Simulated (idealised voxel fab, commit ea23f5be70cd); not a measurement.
You're looking at the process module voxel lift off.
The figure presents cross-section cut, which has a width of 180 nm and is divided into square cells with an edge length of 5 nm.
Think of the cross-section as a grid of square cells. We describe it in bands, top to bottom, and each band covers one or more rows of those cells.
Per band: top height and bottom height in nm, followed by the left-to-right materials and their widths in nm; "everywhere" marks a single material spanning edge to edge, "blank" marks empty space.
Heights are reckoned from 0. Under this level, the received wafer is all of one material. The bottommost band is open-ended downward, for example "0 down".
Width "30->40": first value at the band's top row of cells, second value at its bottom row, equal change from row to row.
Take "identical to before" at face value: in the step it is given for, the cross-section changed in none of its cells.
For the entry "Sealed void inventory", the listed items are empty spaces with no open way to the top whose size is 8 cells or more; each item follows the pattern width x height at distance, where distance is from the left edge and all three are in nm.
Anything after a step's settings on that line? It's the simulator's own note about the step.
overlay nm: where the mask lay relative to plan, measured to the right, on steps with a mask; negatives go left.

Process steps - plan
1) RECEIVE, material Si
2) CONFORMAL_DEP, material SiO2, thk nm 10
3) PATTERN, tone open, mask id LINES, material resist, width nm 15, pitch nm 35, thk nm 15, overlay nm 0
4) DIRECTIONAL_DEP, material Ru, thk nm 5
5) STRIP, etch materials resist
6) CONFORMAL_DEP, material SiO2, thk nm 10

What follows covers the first of two wafers; it ran as planned

So this is the incoming wafer in cross-section - it's already been through step 1
	0 down = Si everywhere
	Sealed void inventory: none

How the wafer stands in section after step 2
	10 to 0 = SiO2 everywhere
	Under 0: no change, same as before.

How the wafer stands in section after step 3
	25 to 10 = resist 45 nm, then blank 15 nm, then resist 20 nm, then blank 15 nm, then resist 20 nm, then blank 15 nm, then resist 50 nm
	Under 10: no change, same as before.

How the wafer stands in section after step 4
	30 to 25 = Ru 45 nm, then blank 15 nm, then Ru 20 nm, then blank 15 nm, then Ru 20 nm, then blank 15 nm, then Ru 50 nm
	25 to 15 = resist 45 nm, then blank 15 nm, then resist 20 nm, then blank 15 nm, then resist 20 nm, then blank 15 nm, then resist 50 nm
	15 to 10 = resist 45 nm, then Ru 15 nm, then resist 20 nm, then Ru 15 nm, then resist 20 nm, then Ru 15 nm, then resist 50 nm
	Under 10: no change, same as before.

How the wafer stands in section after step 5
	15 to 10 = blank 45 nm, then Ru 15 nm, then blank 20 nm, then Ru 15 nm, then blank 20 nm, then Ru 15 nm, then blank 50 nm
	Under 10: no change, same as before.

How the wafer stands in section after step 6
	25 to 20 = blank 35 nm, then SiO2 105 nm, then blank 40 nm
	20 to 15 = SiO2 everywhere
	15 to 10 = SiO2 45 nm, then Ru 15 nm, then SiO2 20 nm, then Ru 15 nm, then SiO2 20 nm, then Ru 15 nm, then SiO2 50 nm
	Under 10: no change, same as before.

Wafer two: like wafer one in start and plan, but with one mistake in execution; identical up to and including step 1

Cross-section of the second wafer at the time by which step 2 should have been completed according to the plan
	10 to 0 = Ru everywhere
	Under 0: no change, same as before.

Cross-section of the second wafer at the time by which step 3 should have been completed according to the plan
	25 to 10 = resist 45 nm, then blank 15 nm, then resist 20 nm, then blank 15 nm, then resist 20 nm, then blank 15 nm, then resist 50 nm
	Under 10: no change, same as before.

Cross-section of the second wafer at the time by which step 4 should have been completed according to the plan
	30 to 25 = Ru 45 nm, then blank 15 nm, then Ru 20 nm, then blank 15 nm, then Ru 20 nm, then blank 15 nm, then Ru 50 nm
	25 to 15 = resist 45 nm, then blank 15 nm, then resist 20 nm, then blank 15 nm, then resist 20 nm, then blank 15 nm, then resist 50 nm
	15 to 10 = resist 45 nm, then Ru 15 nm, then resist 20 nm, then Ru 15 nm, then resist 20 nm, then Ru 15 nm, then resist 50 nm
	Under 10: no change, same as before.

Cross-section of the second wafer at the time by which step 5 should have been completed according to the plan
	15 to 10 = blank 45 nm, then Ru 15 nm, then blank 20 nm, then Ru 15 nm, then blank 20 nm, then Ru 15 nm, then blank 50 nm
	Under 10: no change, same as before.

Cross-section of the second wafer at the time by which step 6 should have been completed according to the plan
	25 to 20 = blank 35 nm, then SiO2 105 nm, then blank 40 nm
	20 to 15 = SiO2 everywhere
	15 to 10 = SiO2 45 nm, then Ru 15 nm, then SiO2 20 nm, then Ru 15 nm, then SiO2 20 nm, then Ru 15 nm, then SiO2 50 nm
	Under 10: no change, same as before.
What went wrong in running the wafer? not per plan at step 2, really ran CONFORMAL_DEP, material Ru, thk nm 10
Bottom line after processing is that, in cells, the second wafer is up or down on some materials versus the first: 72 more of Ru | 72 fewer of SiO2
